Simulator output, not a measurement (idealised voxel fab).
The process module presented herein is designated voxel transistor to metal.
Cross-section cut spans 145 nm and uses square cells 5 nm in size.
When this document writes out a cross-section, it uses a grid of square cells and lists it as bands, beginning at the top and moving down, with a band standing for one or more rows of cells.
The band entry comprises the height of the band's top followed by the height of its bottom, expressed in nm, and subsequently the band's materials from left to right, each stated together with its width in nm. Where a single material is marked with the word "full width", that material fills the band from edge to edge. The word "air" represents empty space.
Heads up on the height convention: 0 is the point under which the incoming wafer is all one material, and the lowest band has no bottom, it just keeps going down, like "from 0 down".
Graded width ("30->40"): value in top row of band = first number; value in bottom row = second number; row-to-row change constant.
"stayed the same" -> step changed no cross-section cell.
Entry "Non-vented voids". Content: empty spaces with no open connection to the top, size 8 cells or greater. Each: width x height at distance. Distance: from left edge. Unit: nm.
Heads up: the bit after the settings on a step's line is the simulator's remark on that step.
overlay nm: where the mask lay relative to plan, measured to the right, on steps with a mask; negatives go left.
# The planned process steps are enumerated hereunder
1. RECEIVE, material Si
2. CONFORMAL_DEP, material SiO2, thk nm 5
3. CONFORMAL_DEP, material SiN, thk nm 15
4. MASKED_ETCH, tone cover, mask id ACTIVE, width nm 105, etch materials SiN, depth nm 15, overlay nm 0
5. MASKED_ETCH, tone cover, mask id ACTIVE, width nm 105, etch materials SiO2, depth nm 5, overlay nm 0
6. MASKED_ETCH, tone cover, mask id ACTIVE, width nm 105, etch materials Si, depth nm 30, overlay nm 0
7. FILL_DEP, material SiO2, thk nm 15
8. CMP, height nm 20
9. SELECTIVE_ETCH, etch materials SiO2, depth nm 10
10. STRIP, etch materials SiN
11. SELECTIVE_ETCH, etch materials SiO2, depth nm 5
12. OXIDIZE, depth nm 5
13. DIRECTIONAL_DEP, material polySi, thk nm 20
14. DIRECTIONAL_DEP, material SiCN, thk nm 10
15. MASKED_ETCH, tone cover, mask id GATE, width nm 15, etch materials SiCN, depth nm 20, overlay nm 0
16. MASKED_ETCH, tone cover, mask id GATE, width nm 15, etch materials polySi, depth nm 30, overlay nm 0
17. CONFORMAL_DEP, material SiO2, thk nm 5
18. DIRECTIONAL_ETCH, etch materials SiO2, depth nm 5
19. CONFORMAL_DEP, material SiN, thk nm 5
20. DIRECTIONAL_ETCH, etch materials SiN, depth nm 5
21. DIRECTIONAL_ETCH, etch materials SiO2, depth nm 5
22. DIRECTIONAL_ETCH, etch materials Si, depth nm 10
23. EPI, material SiGe, thk nm 15
24. FILL_DEP, material SiO2, thk nm 10
25. CMP, height nm 30
26. DIRECTIONAL_DEP, material SiO2, thk nm 15
27. MASKED_ETCH, tone open, mask id CONTACT, width nm 30, pitch nm 55, etch materials SiO2, depth nm 35, overlay nm 0
28. CONFORMAL_DEP, material TiN, thk nm 5
29. FILL_DEP, material W, thk nm 5
30. CMP, height nm 45
31. CONFORMAL_DEP, material SiN, thk nm 5
32. DIRECTIONAL_DEP, material SiO2, thk nm 20
33. DIRECTIONAL_DEP, material aC, thk nm 10
34. PATTERN, tone open, mask id METAL_1, material resist, width nm 15, pitch nm 70, thk nm 30, overlay nm 0
35. DIRECTIONAL_ETCH, etch materials aC, depth nm 10
36. STRIP, etch materials resist
37. DIRECTIONAL_ETCH, etch materials SiO2, depth nm 20
38. DIRECTIONAL_ETCH, etch materials SiN, depth nm 5
39. STRIP, etch materials aC
40. CONFORMAL_DEP, material TiN, thk nm 5
41. FILL_DEP, material W, thk nm 10
42. CMP, height nm 70
43. CONFORMAL_DEP, material SiCN, thk nm 5
44. DIRECTIONAL_DEP, material lowk, thk nm 35
45. MASKED_ETCH, tone open, mask id METAL_2, width nm 15, pitch nm 70, etch materials lowk, depth nm 20, overlay nm 0
46. DIRECTIONAL_DEP, material aC, thk nm 15
47. PATTERN, tone open, mask id METAL_2_HOLES, material resist, width nm 15, pitch nm 70, thk nm 30, overlay nm 0
48. DIRECTIONAL_ETCH, etch materials aC, depth nm 15
49. STRIP, etch materials resist
50. DIRECTIONAL_ETCH, etch materials lowk, depth nm 15
51. DIRECTIONAL_ETCH, etch materials SiCN, depth nm 5
52. STRIP, etch materials aC
53. CONFORMAL_DEP, material TiN, thk nm 5
54. FILL_DEP, material Ru, thk nm 10
55. CMP, height nm 110
56. CONFORMAL_DEP, material SiN, thk nm 5
# First out of two wafers; run went to plan
# This is the cross-section of the wafer as we received it, i.e. after step 1
> from 0 down  Si full width
> Non-vented voids: none
# Upon completion of step 2, the wafer appears in cross-section as shown
> from 5 to 0  SiO2 full width
> No changes below 0.
# Upon completion of step 3, the wafer appears in cross-section as shown
> from 20 to 5  SiN full width
> No changes below 5.
# Upon completion of step 4, the wafer appears in cross-section as shown
> from 20 to 5  air (20)  SiN (105)  air (20)
> No changes below 5.
# Upon completion of step 5, the wafer appears in cross-section as shown
> from 20 to 5  air (20)  SiN (105)  air (20)
> from 5 to 0  air (20)  SiO2 (105)  air (20)
> No changes below 0.
# Upon completion of step 6, the wafer appears in cross-section as shown
> from 20 to 5  air (20)  SiN (105)  air (20)
> from 5 to 0  air (20)  SiO2 (105)  air (20)
> from 0 to -30  air (20)  Si (105)  air (20)
> No changes below -30.
# Upon completion of step 7, the wafer appears in cross-section as shown
> from 35 to 20  SiO2 full width
> from 20 to 5  SiO2 (20)  SiN (105)  SiO2 (20)
> from 5 to 0  SiO2 full width
> from 0 to -30  SiO2 (20)  Si (105)  SiO2 (20)
> No changes below -30.
# Upon completion of step 8, the wafer appears in cross-section as shown
> from 20 to 5  SiO2 (20)  SiN (105)  SiO2 (20)
> No changes below 5.
# Upon completion of step 9, the wafer appears in cross-section as shown
> from 20 to 10  air (20)  SiN (105)  air (20)
> No changes below 10.
# Upon completion of step 10, the wafer appears in cross-section as shown
> from 10 to 5  SiO2 (20)  air (105)  SiO2 (20)
> No changes below 5.
# Upon completion of step 11, the wafer appears in cross-section as shown
> from 5 to 0  SiO2 (15)  air (115)  SiO2 (15)
> No changes below 0.
# Upon completion of step 12, the wafer appears in cross-section as shown
> from 5 to 0  SiO2 (15)  air (115)  SiO2 (15)
> from 0 to -5  SiO2 full width
> No changes below -5.
# Upon completion of step 13, the wafer appears in cross-section as shown
> from 25 to 20  polySi (15)  air (115)  polySi (15)
> from 20 to 5  polySi full width
> from 5 to 0  SiO2 (15)  polySi (115)  SiO2 (15)
> No changes below 0.
# Upon completion of step 14, the wafer appears in cross-section as shown
> from 35 to 30  SiCN (15)  air (115)  SiCN (15)
> from 30 to 25  SiCN full width
> from 25 to 20  polySi (15)  SiCN (115)  polySi (15)
> No changes below 20.
# Upon completion of step 15, the wafer appears in cross-section as shown
> from 30 to 25  air (65)  SiCN (15)  air (65)
> from 25 to 20  polySi (15)  air (50)  SiCN (15)  air (50)  polySi (15)
> No changes below 20.
# Upon completion of step 16, the wafer appears in cross-section as shown
> from 30 to 20  air (65)  SiCN (15)  air (65)
> from 20 to 5  air (65)  polySi (15)  air (65)
> from 5 to 0  SiO2 (15)  air (50)  polySi (15)  air (50)  SiO2 (15)
> No changes below 0.
# Upon completion of step 17, the wafer appears in cross-section as shown
> from 35 to 30  air (60)  SiO2 (25)  air (60)
> from 30 to 20  air (60)  SiO2 (5)  SiCN (15)  SiO2 (5)  air (60)
> from 20 to 10  air (60)  SiO2 (5)  polySi (15)  SiO2 (5)  air (60)
> from 10 to 5  SiO2 (20)  air (40)  SiO2 (5)  polySi (15)  SiO2 (5)  air (40)  SiO2 (20)
> from 5 to 0  SiO2 (65)  polySi (15)  SiO2 (65)
> No changes below 0.
# Upon completion of step 18, the wafer appears in cross-section as shown
> from 30 to 20  air (60)  SiO2 (5)  SiCN (15)  SiO2 (5)  air (60)
> from 20 to 5  air (60)  SiO2 (5)  polySi (15)  SiO2 (5)  air (60)
> from 5 to 0  SiO2 (20)  air (40)  SiO2 (5)  polySi (15)  SiO2 (5)  air (40)  SiO2 (20)
> No changes below 0.
# Upon completion of step 19, the wafer appears in cross-section as shown
> from 35 to 30  air (55)  SiN (35)  air (55)
> from 30 to 20  air (55)  SiN (5)  SiO2 (5)  SiCN (15)  SiO2 (5)  SiN (5)  air (55)
> from 20 to 10  air (55)  SiN (5)  SiO2 (5)  polySi (15)  SiO2 (5)  SiN (5)  air (55)
> from 10 to 5  SiN (25)  air (30)  SiN (5)  SiO2 (5)  polySi (15)  SiO2 (5)  SiN (5)  air (30)  SiN (25)
> from 5 to 0  SiO2 (20)  SiN (40)  SiO2 (5)  polySi (15)  SiO2 (5)  SiN (40)  SiO2 (20)
> No changes below 0.
# Upon completion of step 20, the wafer appears in cross-section as shown
> from 30 to 20  air (55)  SiN (5)  SiO2 (5)  SiCN (15)  SiO2 (5)  SiN (5)  air (55)
> from 20 to 5  air (55)  SiN (5)  SiO2 (5)  polySi (15)  SiO2 (5)  SiN (5)  air (55)
> from 5 to 0  SiO2 (20)  SiN (5)  air (30)  SiN (5)  SiO2 (5)  polySi (15)  SiO2 (5)  SiN (5)  air (30)  SiN (5)  SiO2 (20)
> No changes below 0.
# Upon completion of step 21, the wafer appears in cross-section as shown
> from 30 to 25  air (55)  SiN (5)  air (5)  SiCN (15)  air (5)  SiN (5)  air (55)
> from 25 to 20  air (55)  SiN (5)  SiO2 (5)  SiCN (15)  SiO2 (5)  SiN (5)  air (55)
> from 20 to 5  air (55)  SiN (5)  SiO2 (5)  polySi (15)  SiO2 (5)  SiN (5)  air (55)
> from 5 to 0  air (20)  SiN (5)  air (30)  SiN (5)  SiO2 (5)  polySi (15)  SiO2 (5)  SiN (5)  air (30)  SiN (5)  air (20)
> from 0 to -5  SiO2 (25)  air (30)  SiO2 (35)  air (30)  SiO2 (25)
> No changes below -5.
# Upon completion of step 22, the wafer appears in cross-section as shown
> from 30 to 25  air (55)  SiN (5)  air (5)  SiCN (15)  air (5)  SiN (5)  air (55)
> from 25 to 20  air (55)  SiN (5)  SiO2 (5)  SiCN (15)  SiO2 (5)  SiN (5)  air (55)
> from 20 to 5  air (55)  SiN (5)  SiO2 (5)  polySi (15)  SiO2 (5)  SiN (5)  air (55)
> from 5 to 0  air (20)  SiN (5)  air (30)  SiN (5)  SiO2 (5)  polySi (15)  SiO2 (5)  SiN (5)  air (30)  SiN (5)  air (20)
> from 0 to -5  SiO2 (25)  air (30)  SiO2 (35)  air (30)  SiO2 (25)
> from -5 to -15  SiO2 (20)  Si (5)  air (30)  Si (35)  air (30)  Si (5)  SiO2 (20)
> No changes below -15.
# Upon completion of step 23, the wafer appears in cross-section as shown
> from 30 to 25  air (55)  SiN (5)  air (5)  SiCN (15)  air (5)  SiN (5)  air (55)
> from 25 to 20  air (55)  SiN (5)  SiO2 (5)  SiCN (15)  SiO2 (5)  SiN (5)  air (55)
> from 20 to 10  air (55)  SiN (5)  SiO2 (5)  polySi (15)  SiO2 (5)  SiN (5)  air (55)
> from 10 to 5  air (20)  SiGe (35)  SiN (5)  SiO2 (5)  polySi (15)  SiO2 (5)  SiN (5)  SiGe (35)  air (20)
> from 5 to 0  air (20)  SiN (5)  SiGe (30)  SiN (5)  SiO2 (5)  polySi (15)  SiO2 (5)  SiN (5)  SiGe (30)  SiN (5)  air (20)
> from 0 to -5  SiO2 (25)  SiGe (30)  SiO2 (35)  SiGe (30)  SiO2 (25)
> from -5 to -15  SiO2 (20)  Si (5)  SiGe (30)  Si (35)  SiGe (30)  Si (5)  SiO2 (20)
> No changes below -15.
# Upon completion of step 24, the wafer appears in cross-section as shown
> from 40 to 30  SiO2 full width
> from 30 to 20  SiO2 (55)  SiN (5)  SiO2 (5)  SiCN (15)  SiO2 (5)  SiN (5)  SiO2 (55)
> from 20 to 10  SiO2 (55)  SiN (5)  SiO2 (5)  polySi (15)  SiO2 (5)  SiN (5)  SiO2 (55)
> from 10 to 5  SiO2 (20)  SiGe (35)  SiN (5)  SiO2 (5)  polySi (15)  SiO2 (5)  SiN (5)  SiGe (35)  SiO2 (20)
> from 5 to 0  SiO2 (20)  SiN (5)  SiGe (30)  SiN (5)  SiO2 (5)  polySi (15)  SiO2 (5)  SiN (5)  SiGe (30)  SiN (5)  SiO2 (20)
> No changes below 0.
# Upon completion of step 25, the wafer appears in cross-section as shown
> from 30 to 20  SiO2 (55)  SiN (5)  SiO2 (5)  SiCN (15)  SiO2 (5)  SiN (5)  SiO2 (55)
> No changes below 20.
# Upon completion of step 26, the wafer appears in cross-section as shown
> from 45 to 30  SiO2 full width
> No changes below 30.
# Upon completion of step 27, the wafer appears in cross-section as shown
> from 45 to 30  SiO2 (30)  air (30)  SiO2 (25)  air (30)  SiO2 (30)
> from 30 to 20  SiO2 (30)  air (25)  SiN (5)  SiO2 (5)  SiCN (15)  SiO2 (5)  SiN (5)  air (25)  SiO2 (30)
> from 20 to 10  SiO2 (30)  air (25)  SiN (5)  SiO2 (5)  polySi (15)  SiO2 (5)  SiN (5)  air (25)  SiO2 (30)
> No changes below 10.
# Upon completion of step 28, the wafer appears in cross-section as shown
> from 50 to 45  TiN (35)  air (20)  TiN (35)  air (20)  TiN (35)
> from 45 to 35  SiO2 (30)  TiN (5)  air (20)  TiN (5)  SiO2 (25)  TiN (5)  air (20)  TiN (5)  SiO2 (30)
> from 35 to 30  SiO2 (30)  TiN (5)  air (15)  TiN (10)  SiO2 (25)  TiN (10)  air (15)  TiN (5)  SiO2 (30)
> from 30 to 20  SiO2 (30)  TiN (5)  air (15)  TiN (5)  SiN (5)  SiO2 (5)  SiCN (15)  SiO2 (5)  SiN (5)  TiN (5)  air (15)  TiN (5)  SiO2 (30)
> from 20 to 15  SiO2 (30)  TiN (5)  air (15)  TiN (5)  SiN (5)  SiO2 (5)  polySi (15)  SiO2 (5)  SiN (5)  TiN (5)  air (15)  TiN (5)  SiO2 (30)
> from 15 to 10  SiO2 (30)  TiN (25)  SiN (5)  SiO2 (5)  polySi (15)  SiO2 (5)  SiN (5)  TiN (25)  SiO2 (30)
> No changes below 10.
# Upon completion of step 29, the wafer appears in cross-section as shown
> from 55 to 50  W full width
> from 50 to 45  TiN (35)  W (20)  TiN (35)  W (20)  TiN (35)
> from 45 to 35  SiO2 (30)  TiN (5)  W (20)  TiN (5)  SiO2 (25)  TiN (5)  W (20)  TiN (5)  SiO2 (30)
> from 35 to 30  SiO2 (30)  TiN (5)  W (15)  TiN (10)  SiO2 (25)  TiN (10)  W (15)  TiN (5)  SiO2 (30)
> from 30 to 20  SiO2 (30)  TiN (5)  W (15)  TiN (5)  SiN (5)  SiO2 (5)  SiCN (15)  SiO2 (5)  SiN (5)  TiN (5)  W (15)  TiN (5)  SiO2 (30)
> from 20 to 15  SiO2 (30)  TiN (5)  W (15)  TiN (5)  SiN (5)  SiO2 (5)  polySi (15)  SiO2 (5)  SiN (5)  TiN (5)  W (15)  TiN (5)  SiO2 (30)
> No changes below 15.
# Upon completion of step 30, the wafer appears in cross-section as shown
> from 45 to 35  SiO2 (30)  TiN (5)  W (20)  TiN (5)  SiO2 (25)  TiN (5)  W (20)  TiN (5)  SiO2 (30)
> No changes below 35.
# Upon completion of step 31, the wafer appears in cross-section as shown
> from 50 to 45  SiN full width
> No changes below 45.
# Upon completion of step 32, the wafer appears in cross-section as shown
> from 70 to 50  SiO2 full width
> No changes below 50.
# Upon completion of step 33, the wafer appears in cross-section as shown
> from 80 to 70  aC full width
> No changes below 70.
# Upon completion of step 34, the wafer appears in cross-section as shown
> from 110 to 80  resist (30)  air (15)  resist (55)  air (15)  resist (30)
> No changes below 80.
# Upon completion of step 35, the wafer appears in cross-section as shown
> from 100 to 80  resist (30)  air (15)  resist (55)  air (15)  resist (30)
> from 80 to 70  aC (30)  air (15)  aC (55)  air (15)  aC (30)
> No changes below 70.
# Upon completion of step 36, the wafer appears in cross-section as shown
> from 80 to 70  aC (30)  air (15)  aC (55)  air (15)  aC (30)
> No changes below 70.
# Upon completion of step 37, the wafer appears in cross-section as shown
> from 80 to 70  aC (30)  air (15)  aC (55)  air (15)  aC (30)
> from 70 to 50  SiO2 (30)  air (15)  SiO2 (55)  air (15)  SiO2 (30)
> No changes below 50.
# Upon completion of step 38, the wafer appears in cross-section as shown
> from 80 to 70  aC (30)  air (15)  aC (55)  air (15)  aC (30)
> from 70 to 50  SiO2 (30)  air (15)  SiO2 (55)  air (15)  SiO2 (30)
> from 50 to 45  SiN (30)  air (15)  SiN (55)  air (15)  SiN (30)
> No changes below 45.
# Upon completion of step 39, the wafer appears in cross-section as shown
> from 70 to 50  SiO2 (30)  air (15)  SiO2 (55)  air (15)  SiO2 (30)
> No changes below 50.
# Upon completion of step 40, the wafer appears in cross-section as shown
> from 75 to 70  TiN (35)  air (5)  TiN (65)  air (5)  TiN (35)
> from 70 to 50  SiO2 (30)  TiN (5)  air (5)  TiN (5)  SiO2 (55)  TiN (5)  air (5)  TiN (5)  SiO2 (30)
> from 50 to 45  SiN (30)  TiN (15)  SiN (55)  TiN (15)  SiN (30)
> No changes below 45.
# Upon completion of step 41, the wafer appears in cross-section as shown
> from 85 to 75  W full width
> from 75 to 70  TiN (35)  W (5)  TiN (65)  W (5)  TiN (35)
> from 70 to 50  SiO2 (30)  TiN (5)  W (5)  TiN (5)  SiO2 (55)  TiN (5)  W (5)  TiN (5)  SiO2 (30)
> No changes below 50.
# Upon completion of step 42, the wafer appears in cross-section as shown
> from 70 to 50  SiO2 (30)  TiN (5)  W (5)  TiN (5)  SiO2 (55)  TiN (5)  W (5)  TiN (5)  SiO2 (30)
> No changes below 50.
# Upon completion of step 43, the wafer appears in cross-section as shown
> from 75 to 70  SiCN full width
> No changes below 70.
# Upon completion of step 44, the wafer appears in cross-section as shown
> from 110 to 75  lowk full width
> No changes below 75.
# Upon completion of step 45, the wafer appears in cross-section as shown
> from 110 to 90  lowk (30)  air (15)  lowk (55)  air (15)  lowk (30)
> No changes below 90.
# Upon completion of step 46, the wafer appears in cross-section as shown
> from 125 to 110  aC (30)  air (15)  aC (55)  air (15)  aC (30)
> from 110 to 105  lowk (30)  air (15)  lowk (55)  air (15)  lowk (30)
> from 105 to 90  lowk (30)  aC (15)  lowk (55)  aC (15)  lowk (30)
> No changes below 90.
# Upon completion of step 47, the wafer appears in cross-section as shown
> from 155 to 125  resist (30)  air (15)  resist (55)  air (15)  resist (30)
> No changes below 125.
# Upon completion of step 48, the wafer appears in cross-section as shown
> from 140 to 125  resist (30)  air (15)  resist (55)  air (15)  resist (30)
> from 125 to 110  aC (30)  air (15)  aC (55)  air (15)  aC (30)
> from 110 to 90  lowk (30)  air (15)  lowk (55)  air (15)  lowk (30)
> No changes below 90.
# Upon completion of step 49, the wafer appears in cross-section as shown
> from 125 to 110  aC (30)  air (15)  aC (55)  air (15)  aC (30)
> No changes below 110.
# Upon completion of step 50, the wafer appears in cross-section as shown
> from 125 to 110  aC (30)  air (15)  aC (55)  air (15)  aC (30)
> from 110 to 75  lowk (30)  air (15)  lowk (55)  air (15)  lowk (30)
> No changes below 75.
# Upon completion of step 51, the wafer appears in cross-section as shown
> from 125 to 110  aC (30)  air (15)  aC (55)  air (15)  aC (30)
> from 110 to 75  lowk (30)  air (15)  lowk (55)  air (15)  lowk (30)
> from 75 to 70  SiCN (30)  air (15)  SiCN (55)  air (15)  SiCN (30)
> No changes below 70.
# Upon completion of step 52, the wafer appears in cross-section as shown
> from 110 to 75  lowk (30)  air (15)  lowk (55)  air (15)  lowk (30)
> No changes below 75.
# Upon completion of step 53, the wafer appears in cross-section as shown
> from 115 to 110  TiN (35)  air (5)  TiN (65)  air (5)  TiN (35)
> from 110 to 75  lowk (30)  TiN (5)  air (5)  TiN (5)  lowk (55)  TiN (5)  air (5)  TiN (5)  lowk (30)
> from 75 to 70  SiCN (30)  TiN (15)  SiCN (55)  TiN (15)  SiCN (30)
> No changes below 70.
# Upon completion of step 54, the wafer appears in cross-section as shown
> from 125 to 115  Ru full width
> from 115 to 110  TiN (35)  Ru (5)  TiN (65)  Ru (5)  TiN (35)
> from 110 to 75  lowk (30)  TiN (5)  Ru (5)  TiN (5)  lowk (55)  TiN (5)  Ru (5)  TiN (5)  lowk (30)
> No changes below 75.
# Upon completion of step 55, the wafer appears in cross-section as shown
> from 110 to 75  lowk (30)  TiN (5)  Ru (5)  TiN (5)  lowk (55)  TiN (5)  Ru (5)  TiN (5)  lowk (30)
> No changes below 75.
# Upon completion of step 56, the wafer appears in cross-section as shown
> from 115 to 110  SiN full width
> No changes below 110.
# Wafer two. Same start, same plan, one slip in execution. Same as wafer one through step 22, inclusive
# Planned end of step 23: second wafer, cross-section
> from 30 to 25  air (55)  SiN (5)  air (5)  SiCN (15)  air (5)  SiN (5)  air (55)
> from 25 to 20  air (5)  SiGe (50)  SiN (5)  SiO2 (5)  SiCN (15)  SiO2 (5)  SiN (5)  SiGe (50)  air (5)
> from 20 to 5  air (5)  SiGe (50)  SiN (5)  SiO2 (5)  polySi (15)  SiO2 (5)  SiN (5)  SiGe (50)  air (5)
> from 5 to 0  air (5)  SiGe (15)  SiN (5)  SiGe (30)  SiN (5)  SiO2 (5)  polySi (15)  SiO2 (5)  SiN (5)  SiGe (30)  SiN (5)  SiGe (15)  air (5)
> from 0 to -5  SiO2 (25)  SiGe (30)  SiO2 (35)  SiGe (30)  SiO2 (25)
> from -5 to -15  SiO2 (20)  Si (5)  SiGe (30)  Si (35)  SiGe (30)  Si (5)  SiO2 (20)
> No changes below -15.
# Planned end of step 24: second wafer, cross-section
> from 40 to 30  SiO2 full width
> from 30 to 25  SiO2 (55)  SiN (5)  SiO2 (5)  SiCN (15)  SiO2 (5)  SiN (5)  SiO2 (55)
> from 25 to 20  SiO2 (5)  SiGe (50)  SiN (5)  SiO2 (5)  SiCN (15)  SiO2 (5)  SiN (5)  SiGe (50)  SiO2 (5)
> from 20 to 5  SiO2 (5)  SiGe (50)  SiN (5)  SiO2 (5)  polySi (15)  SiO2 (5)  SiN (5)  SiGe (50)  SiO2 (5)
> from 5 to 0  SiO2 (5)  SiGe (15)  SiN (5)  SiGe (30)  SiN (5)  SiO2 (5)  polySi (15)  SiO2 (5)  SiN (5)  SiGe (30)  SiN (5)  SiGe (15)  SiO2 (5)
> No changes below 0.
# Planned end of step 25: second wafer, cross-section
> from 30 to 25  SiO2 (55)  SiN (5)  SiO2 (5)  SiCN (15)  SiO2 (5)  SiN (5)  SiO2 (55)
> No changes below 25.
# Planned end of step 26: second wafer, cross-section
> from 45 to 30  SiO2 full width
> No changes below 30.
# Planned end of step 27: second wafer, cross-section
> from 45 to 30  SiO2 (30)  air (30)  SiO2 (25)  air (30)  SiO2 (30)
> from 30 to 25  SiO2 (30)  air (25)  SiN (5)  SiO2 (5)  SiCN (15)  SiO2 (5)  SiN (5)  air (25)  SiO2 (30)
> No changes below 25.
# Planned end of step 28: second wafer, cross-section
> from 50 to 45  TiN (35)  air (20)  TiN (35)  air (20)  TiN (35)
> from 45 to 35  SiO2 (30)  TiN (5)  air (20)  TiN (5)  SiO2 (25)  TiN (5)  air (20)  TiN (5)  SiO2 (30)
> from 35 to 30  SiO2 (30)  TiN (5)  air (15)  TiN (10)  SiO2 (25)  TiN (10)  air (15)  TiN (5)  SiO2 (30)
> from 30 to 25  SiO2 (30)  TiN (25)  SiN (5)  SiO2 (5)  SiCN (15)  SiO2 (5)  SiN (5)  TiN (25)  SiO2 (30)
> No changes below 25.
# Planned end of step 29: second wafer, cross-section
> from 55 to 50  W full width
> from 50 to 45  TiN (35)  W (20)  TiN (35)  W (20)  TiN (35)
> from 45 to 35  SiO2 (30)  TiN (5)  W (20)  TiN (5)  SiO2 (25)  TiN (5)  W (20)  TiN (5)  SiO2 (30)
> from 35 to 30  SiO2 (30)  TiN (5)  W (15)  TiN (10)  SiO2 (25)  TiN (10)  W (15)  TiN (5)  SiO2 (30)
> No changes below 30.
# Planned end of step 30: second wafer, cross-section
> from 45 to 35  SiO2 (30)  TiN (5)  W (20)  TiN (5)  SiO2 (25)  TiN (5)  W (20)  TiN (5)  SiO2 (30)
> No changes below 35.
# Planned end of step 31: second wafer, cross-section
> from 50 to 45  SiN full width
> No changes below 45.
# Planned end of step 32: second wafer, cross-section
> from 70 to 50  SiO2 full width
> No changes below 50.
# Planned end of step 33: second wafer, cross-section
> from 80 to 70  aC full width
> No changes below 70.
# Planned end of step 34: second wafer, cross-section
> from 110 to 80  resist (30)  air (15)  resist (55)  air (15)  resist (30)
> No changes below 80.
# Planned end of step 35: second wafer, cross-section
> from 100 to 80  resist (30)  air (15)  resist (55)  air (15)  resist (30)
> from 80 to 70  aC (30)  air (15)  aC (55)  air (15)  aC (30)
> No changes below 70.
# Planned end of step 36: second wafer, cross-section
> from 80 to 70  aC (30)  air (15)  aC (55)  air (15)  aC (30)
> No changes below 70.
# Planned end of step 37: second wafer, cross-section
> from 80 to 70  aC (30)  air (15)  aC (55)  air (15)  aC (30)
> from 70 to 50  SiO2 (30)  air (15)  SiO2 (55)  air (15)  SiO2 (30)
> No changes below 50.
# Planned end of step 38: second wafer, cross-section
> from 80 to 70  aC (30)  air (15)  aC (55)  air (15)  aC (30)
> from 70 to 50  SiO2 (30)  air (15)  SiO2 (55)  air (15)  SiO2 (30)
> from 50 to 45  SiN (30)  air (15)  SiN (55)  air (15)  SiN (30)
> No changes below 45.
# Planned end of step 39: second wafer, cross-section
> from 70 to 50  SiO2 (30)  air (15)  SiO2 (55)  air (15)  SiO2 (30)
> No changes below 50.
# Planned end of step 40: second wafer, cross-section
> from 75 to 70  TiN (35)  air (5)  TiN (65)  air (5)  TiN (35)
> from 70 to 50  SiO2 (30)  TiN (5)  air (5)  TiN (5)  SiO2 (55)  TiN (5)  air (5)  TiN (5)  SiO2 (30)
> from 50 to 45  SiN (30)  TiN (15)  SiN (55)  TiN (15)  SiN (30)
> No changes below 45.
# Planned end of step 41: second wafer, cross-section
> from 85 to 75  W full width
> from 75 to 70  TiN (35)  W (5)  TiN (65)  W (5)  TiN (35)
> from 70 to 50  SiO2 (30)  TiN (5)  W (5)  TiN (5)  SiO2 (55)  TiN (5)  W (5)  TiN (5)  SiO2 (30)
> No changes below 50.
# Planned end of step 42: second wafer, cross-section
> from 70 to 50  SiO2 (30)  TiN (5)  W (5)  TiN (5)  SiO2 (55)  TiN (5)  W (5)  TiN (5)  SiO2 (30)
> No changes below 50.
# Planned end of step 43: second wafer, cross-section
> from 75 to 70  SiCN full width
> No changes below 70.
# Planned end of step 44: second wafer, cross-section
> from 110 to 75  lowk full width
> No changes below 75.
# Planned end of step 45: second wafer, cross-section
> from 110 to 90  lowk (30)  air (15)  lowk (55)  air (15)  lowk (30)
> No changes below 90.
# Planned end of step 46: second wafer, cross-section
> from 125 to 110  aC (30)  air (15)  aC (55)  air (15)  aC (30)
> from 110 to 105  lowk (30)  air (15)  lowk (55)  air (15)  lowk (30)
> from 105 to 90  lowk (30)  aC (15)  lowk (55)  aC (15)  lowk (30)
> No changes below 90.
# Planned end of step 47: second wafer, cross-section
> from 155 to 125  resist (30)  air (15)  resist (55)  air (15)  resist (30)
> No changes below 125.
# Planned end of step 48: second wafer, cross-section
> from 140 to 125  resist (30)  air (15)  resist (55)  air (15)  resist (30)
> from 125 to 110  aC (30)  air (15)  aC (55)  air (15)  aC (30)
> from 110 to 90  lowk (30)  air (15)  lowk (55)  air (15)  lowk (30)
> No changes below 90.
# Planned end of step 49: second wafer, cross-section
> from 125 to 110  aC (30)  air (15)  aC (55)  air (15)  aC (30)
> No changes below 110.
# Planned end of step 50: second wafer, cross-section
> from 125 to 110  aC (30)  air (15)  aC (55)  air (15)  aC (30)
> from 110 to 75  lowk (30)  air (15)  lowk (55)  air (15)  lowk (30)
> No changes below 75.
# Planned end of step 51: second wafer, cross-section
> from 125 to 110  aC (30)  air (15)  aC (55)  air (15)  aC (30)
> from 110 to 75  lowk (30)  air (15)  lowk (55)  air (15)  lowk (30)
> from 75 to 70  SiCN (30)  air (15)  SiCN (55)  air (15)  SiCN (30)
> No changes below 70.
# Planned end of step 52: second wafer, cross-section
> from 110 to 75  lowk (30)  air (15)  lowk (55)  air (15)  lowk (30)
> No changes below 75.
# Planned end of step 53: second wafer, cross-section
> from 115 to 110  TiN (35)  air (5)  TiN (65)  air (5)  TiN (35)
> from 110 to 75  lowk (30)  TiN (5)  air (5)  TiN (5)  lowk (55)  TiN (5)  air (5)  TiN (5)  lowk (30)
> from 75 to 70  SiCN (30)  TiN (15)  SiCN (55)  TiN (15)  SiCN (30)
> No changes below 70.
# Planned end of step 54: second wafer, cross-section
> from 125 to 115  Ru full width
> from 115 to 110  TiN (35)  Ru (5)  TiN (65)  Ru (5)  TiN (35)
> from 110 to 75  lowk (30)  TiN (5)  Ru (5)  TiN (5)  lowk (55)  TiN (5)  Ru (5)  TiN (5)  lowk (30)
> No changes below 75.
# Planned end of step 55: second wafer, cross-section
> from 110 to 75  lowk (30)  TiN (5)  Ru (5)  TiN (5)  lowk (55)  TiN (5)  Ru (5)  TiN (5)  lowk (30)
> No changes below 75.
# Planned end of step 56: second wafer, cross-section
> from 115 to 110  SiN full width
> No changes below 110.
Processing error: step 23 of the plan was performed twice
The closing comparison, in cells, has the second wafer with more or fewer of some materials than the first: SiGe +72 | SiO2 -42 | TiN -12 | W -18
